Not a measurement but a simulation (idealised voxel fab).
Process module, titled voxel lift off
We display cut, a cross-section 155 nm in width whose square cells are each 5 nm.
In this document a cross-section is written as a grid of square cells. It is given as a series of bands, listed from the top down, and a band is one or more rows of cells.
The band entry comprises the height of the band's top followed by the height of its bottom, expressed in nm, and subsequently the band's materials from left to right, each stated together with its width in nm. Where a single material is marked with the word "throughout", that material fills the band from edge to edge. The word "empty" represents empty space.
All heights in this document are referenced to 0, defined as the level beneath which the wafer, as received, consists entirely of one material. The lowest band is not bounded below; it extends indefinitely downward and is written in the form "0 down".
A width given as "30->40" starts at the first number in the band's top row and ends at the second number in its bottom row, shifting by an equal amount at every step from row to row.
Take "remains unaltered" at face value: in the step it is given for, the cross-section changed in none of its cells.
Entry "closed voids". Content: empty spaces with no open connection to the top, size 8 cells or greater. Each: width x height at distance. Distance: from left edge. Unit: nm.
The remark found on a step's line after its settings is issued by the simulator itself and pertains to that step.
For masked steps, "overlay nm" on the step line gives how far right of plan the mask actually lay; a minus sign means it lay to the left.
Process steps foreseen in the plan:
- 1: op RECEIVE | material Si
- 2: op CONFORMAL_DEP | material SiO2 | thk nm 15
- 3: op PATTERN | tone open | mask id LINES | material resist | width nm 20 | pitch nm 50 | thk nm 30 | overlay nm 0
- 4: op DIRECTIONAL_DEP | material Ru | thk nm 15
- 5: op STRIP | etch materials resist
- 6: op CONFORMAL_DEP | material SiCN | thk nm 10
Received-state cross-section, reflecting completion of step 1:
> 0 down: Si throughout
> closed voids: none
Final wafer profile in cross-section after the module, from the same start and plan as above, with one mistake made during processing:
> 40 to 30: empty=5, then SiCN=40, then empty=10, then SiCN=40, then empty=10, then SiCN=40, then empty=10
> 30 to 25: empty=5, then SiCN=10, then SiO2=20, then SiCN=10, then empty=10, then SiCN=10, then SiO2=20, then SiCN=10, then empty=10, then SiCN=10, then SiO2=20, then SiCN=10, then empty=10
> 25 to 15: SiCN=15, then SiO2=20, then SiCN=30, then SiO2=20, then SiCN=30, then SiO2=20, then SiCN=20
> 15 to 0: SiO2 throughout
> 0 down: Si throughout
> closed voids: none
What was the processing mistake? step 4 was processed under conditions differing from the plan, specifically as op DIRECTIONAL_DEP | material SiO2 | thk nm 15
